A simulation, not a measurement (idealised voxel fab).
This is a process module. Its name is voxel air gaps.
240 nm wide, 5 nm square cells: that's cross-section cut.
Format of a cross-section: grid, square cells. Given as bands. Order: top down. Band: one or more rows of cells. Heights first: top, then bottom, in nm. Then materials, left to right, each with a width in nm. "full width" on a single material: fills the band edge to edge. "air": empty space. All heights in this document are referenced to 0, defined as the level beneath which the wafer, as received, consists entirely of one material. The lowest band is not bounded below; it extends indefinitely downward and is written in the form "from 0 down". When a width is written as two numbers, as in "30 to 40", the first number is the width in the top row of cells of the band and the second is the width in its bottom row, and the width changes by the same amount from each row to the next. For the purposes of this document, the phrase "nothing changed" attached to a step denotes that no cell within the cross-section was modified by that step. Entry "Closed void catalog" = empty spaces >= 8 cells with no open way to the top; each as width x height at distance, distance from left edge, all nm. Step line, after settings: the simulator's comment on this step. You can add "overlay nm" to a step's line. For a step with a mask, it describes how far the mask lay to the right of its planned position, and a negative number describes a lay to the left.
The following list gives the planned process steps:
1. op RECEIVE | material Si
2. op CONFORMAL_DEP | material SiO2 | thk nm 10
3. op CONFORMAL_DEP | material SiCN | thk nm 5
4. op DIRECTIONAL_DEP | material lowk | thk nm 35
5. op DIRECTIONAL_DEP | material aC | thk nm 15
6. op PATTERN | tone open | mask id LINES | material resist | width nm 25 | pitch nm 50 | thk nm 35 | overlay nm 0
7. op DIRECTIONAL_ETCH | etch materials aC | depth nm 15
8. op STRIP | etch materials resist
9. op DIRECTIONAL_ETCH | etch materials lowk | depth nm 35
10. op STRIP | etch materials aC
11. op CONFORMAL_DEP | material TiN | thk nm 5
12. op FILL_DEP | material Cu | thk nm 10
13. op CMP | height nm 50
14. op EPI | material Ru | thk nm 10
15. op SELECTIVE_ETCH | etch materials lowk | depth nm 45
16. op CONFORMAL_DEP | material SiCN | thk nm 5
First out of two wafers; run went to plan:
As-received state of the wafer in cross-section, equivalent to post-step 1:
- from 0 down = Si full width
- Closed void catalog: none
Once step 2 is through, the wafer looks like this in cross-section:
- from 10 to 0 = SiO2 full width
- below 0: unchanged
Once step 3 is through, the wafer looks like this in cross-section:
- from 15 to 10 = SiCN full width
- below 10: unchanged
Once step 4 is through, the wafer looks like this in cross-section:
- from 50 to 15 = lowk full width
- below 15: unchanged
Once step 5 is through, the wafer looks like this in cross-section:
- from 65 to 50 = aC full width
- below 50: unchanged
Once step 6 is through, the wafer looks like this in cross-section:
- from 100 to 65 = resist (30) / air (25) / resist (25) / air (25) / resist (25) / air (25) / resist (25) / air (25) / resist (35)
- below 65: unchanged
Once step 7 is through, the wafer looks like this in cross-section:
- from 85 to 65 = resist (30) / air (25) / resist (25) / air (25) / resist (25) / air (25) / resist (25) / air (25) / resist (35)
- from 65 to 50 = aC (30) / air (25) / aC (25) / air (25) / aC (25) / air (25) / aC (25) / air (25) / aC (35)
- below 50: unchanged
Once step 8 is through, the wafer looks like this in cross-section:
- from 65 to 50 = aC (30) / air (25) / aC (25) / air (25) / aC (25) / air (25) / aC (25) / air (25) / aC (35)
- below 50: unchanged
Once step 9 is through, the wafer looks like this in cross-section:
- from 65 to 50 = aC (30) / air (25) / aC (25) / air (25) / aC (25) / air (25) / aC (25) / air (25) / aC (35)
- from 50 to 15 = lowk (30) / air (25) / lowk (25) / air (25) / lowk (25) / air (25) / lowk (25) / air (25) / lowk (35)
- below 15: unchanged
Once step 10 is through, the wafer looks like this in cross-section:
- from 50 to 15 = lowk (30) / air (25) / lowk (25) / air (25) / lowk (25) / air (25) / lowk (25) / air (25) / lowk (35)
- below 15: unchanged
Once step 11 is through, the wafer looks like this in cross-section:
- from 55 to 50 = TiN (35) / air (15) / TiN (35) / air (15) / TiN (35) / air (15) / TiN (35) / air (15) / TiN (40)
- from 50 to 20 = lowk (30) / TiN (5) / air (15) / TiN (5) / lowk (25) / TiN (5) / air (15) / TiN (5) / lowk (25) / TiN (5) / air (15) / TiN (5) / lowk (25) / TiN (5) / air (15) / TiN (5) / lowk (35)
- from 20 to 15 = lowk (30) / TiN (25) / lowk (25) / TiN (25) / lowk (25) / TiN (25) / lowk (25) / TiN (25) / lowk (35)
- below 15: unchanged
Once step 12 is through, the wafer looks like this in cross-section:
- from 65 to 55 = Cu full width
- from 55 to 50 = TiN (35) / Cu (15) / TiN (35) / Cu (15) / TiN (35) / Cu (15) / TiN (35) / Cu (15) / TiN (40)
- from 50 to 20 = lowk (30) / TiN (5) / Cu (15) / TiN (5) / lowk (25) / TiN (5) / Cu (15) / TiN (5) / lowk (25) / TiN (5) / Cu (15) / TiN (5) / lowk (25) / TiN (5) / Cu (15) / TiN (5) / lowk (35)
- below 20: unchanged
Once step 13 is through, the wafer looks like this in cross-section:
- from 50 to 20 = lowk (30) / TiN (5) / Cu (15) / TiN (5) / lowk (25) / TiN (5) / Cu (15) / TiN (5) / lowk (25) / TiN (5) / Cu (15) / TiN (5) / lowk (25) / TiN (5) / Cu (15) / TiN (5) / lowk (35)
- below 20: unchanged
Once step 14 is through, the wafer looks like this in cross-section:
- from 60 to 50 = air (20) / Ru (45) / air (5) / Ru (45) / air (5) / Ru (45) / air (5) / Ru (45) / air (25)
- below 50: unchanged
Once step 15 is through, the wafer looks like this in cross-section:
- from 60 to 50 = air (20) / Ru (45) / air (5) / Ru (45) / air (5) / Ru (45) / air (5) / Ru (45) / air (25)
- from 50 to 20 = air (30) / TiN (5) / Cu (15) / TiN (5) / air (25) / TiN (5) / Cu (15) / TiN (5) / air (25) / TiN (5) / Cu (15) / TiN (5) / air (25) / TiN (5) / Cu (15) / TiN (5) / air (35)
- from 20 to 15 = air (30) / TiN (25) / air (25) / TiN (25) / air (25) / TiN (25) / air (25) / TiN (25) / air (35)
- below 15: unchanged
Once step 16 is through, the wafer looks like this in cross-section:
- from 65 to 60 = air (15) / SiCN (205) / air (20)
- from 60 to 50 = air (15) / SiCN (5) / Ru (45) / SiCN (5) / Ru (45) / SiCN (5) / Ru (45) / SiCN (5) / Ru (45) / SiCN (5) / air (20)
- from 50 to 45 = air (15) / SiCN (15) / TiN (5) / Cu (15) / TiN (5) / SiCN (25) / TiN (5) / Cu (15) / TiN (5) / SiCN (25) / TiN (5) / Cu (15) / TiN (5) / SiCN (25) / TiN (5) / Cu (15) / TiN (5) / SiCN (15) / air (20)
- from 45 to 20 = air (25) / SiCN (5) / TiN (5) / Cu (15) / TiN (5) / SiCN (5) / air (15) / SiCN (5) / TiN (5) / Cu (15) / TiN (5) / SiCN (5) / air (15) / SiCN (5) / TiN (5) / Cu (15) / TiN (5) / SiCN (5) / air (15) / SiCN (5) / TiN (5) / Cu (15) / TiN (5) / SiCN (5) / air (30)
- from 20 to 15 = SiCN (30) / TiN (25) / SiCN (25) / TiN (25) / SiCN (25) / TiN (25) / SiCN (25) / TiN (25) / SiCN (35)
- below 15: unchanged
- Closed void catalog: 15 x 25 at 60; 15 x 25 at 110; 15 x 25 at 160
Companion wafer, the second of two: same beginning, same intended sequence, one mistake in carrying it out; through step 2 inclusive it tracks the first exactly:
Second wafer, cross-section, planned end of step 3:
- from 45 to 10 = lowk full width
- below 10: unchanged
Second wafer, cross-section, planned end of step 4:
- from 50 to 45 = SiCN full width
- below 45: unchanged
Second wafer, cross-section, planned end of step 5:
- from 65 to 50 = aC full width
- below 50: unchanged
Second wafer, cross-section, planned end of step 6:
- from 100 to 65 = resist (30) / air (25) / resist (25) / air (25) / resist (25) / air (25) / resist (25) / air (25) / resist (35)
- below 65: unchanged
Second wafer, cross-section, planned end of step 7:
- from 85 to 65 = resist (30) / air (25) / resist (25) / air (25) / resist (25) / air (25) / resist (25) / air (25) / resist (35)
- from 65 to 50 = aC (30) / air (25) / aC (25) / air (25) / aC (25) / air (25) / aC (25) / air (25) / aC (35)
- below 50: unchanged
Second wafer, cross-section, planned end of step 8:
- from 65 to 50 = aC (30) / air (25) / aC (25) / air (25) / aC (25) / air (25) / aC (25) / air (25) / aC (35)
- below 50: unchanged
Second wafer, cross-section, planned end of step 9: nothing changed
Second wafer, cross-section, planned end of step 10:
- from 50 to 45 = SiCN full width
- below 45: unchanged
Second wafer, cross-section, planned end of step 11:
- from 55 to 50 = TiN full width
- below 50: unchanged
Second wafer, cross-section, planned end of step 12:
- from 65 to 55 = Cu full width
- below 55: unchanged
Second wafer, cross-section, planned end of step 13:
- from 50 to 45 = SiCN full width
- below 45: unchanged
Second wafer, cross-section, planned end of step 14: nothing changed
Second wafer, cross-section, planned end of step 15: nothing changed
Second wafer, cross-section, planned end of step 16:
- from 55 to 45 = SiCN full width
- below 45: unchanged
Finding, execution versus plan: steps 3 and 4 traded places in the executed sequence
The closing comparison, in cells, has the second wafer with more or fewer of some materials than the first: Cu -72; Ru -72; SiCN -92; TiN -68; lowk +336
On completion, 0 closed voids are found in the second wafer, whereas the first wafer has 3.
